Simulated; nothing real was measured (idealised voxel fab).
Herein follows the process module entitled voxel tone inversion.
This is section cut - it's 275 nm across, gridded in 5 nm square cells.
Throughout this document, each cross-section is represented as a grid of square cells and is presented as a sequence of bands enumerated from the top downward, where a band comprises one or more rows of cells.
Band: top and bottom heights (nm) first, top before bottom; then materials from left to right, widths in nm. "all across" marks a sole material filling the band edge to edge. "air" denotes empty space.
Where do heights start? At 0: under that level the wafer as delivered is made of one material only. And the lowest band has no floor; it just carries on downward, as in "0 down".
So if you see something like "30 to 40" for the width, read it as the top row of the band sitting at the first number and the bottom row at the second, with every row in between moving by the same amount as the last.
For the purposes of this document, the phrase "no change" attached to a step denotes that no cell within the cross-section was modified by that step.
"Unvented voids" enumerates empty spaces isolated from the top, with no open way to it, that contain at least 8 cells, giving each as width x height at distance from the left edge, all three in nm.
after a step's settings: what the simulator itself notes on the step
The "overlay nm" setting may appear on a step's line; for a step that uses a mask, it gives how far to the right of its planned position the mask lay, and a negative value indicates the left.

### The planned process steps are enumerated hereunder
1 RECEIVE | material Si
2 CONFORMAL_DEP | material SiCN | thk nm 5
3 DIRECTIONAL_DEP | material aC | thk nm 25
4 PATTERN | tone cover | mask id POSTS | material resist | width nm 25 | pitch nm 55 | thk nm 20 | overlay nm 0
5 DIRECTIONAL_ETCH | etch materials aC | depth nm 25
6 STRIP | etch materials resist
7 FILL_DEP | material SiO2 | thk nm 10
8 CMP | height nm 30
9 STRIP | etch materials aC
Split variable: thk nm, step 4. Plan value = first wafer. Wafers start alike.

### As received, i.e. after step 1: cross-section through the first of several wafers
> 0 down = Si all across
> Unvented voids: none

### each wafer at the end: cells of each material gained (+) or lost (-) since it was received, then its closed voids
thk nm 20; +55 SiCN; +195 SiO2; +80 aC; Unvented voids: none
thk nm 25; +55 SiCN; +175 SiO2; Unvented voids: none
thk nm 30; +55 SiCN; +175 SiO2; Unvented voids: none
thk nm 35; +55 SiCN; +175 SiO2; Unvented voids: none
thk nm 40; +55 SiCN; +175 SiO2; Unvented voids: none
thk nm 45; +55 SiCN; +175 SiO2; Unvented voids: none
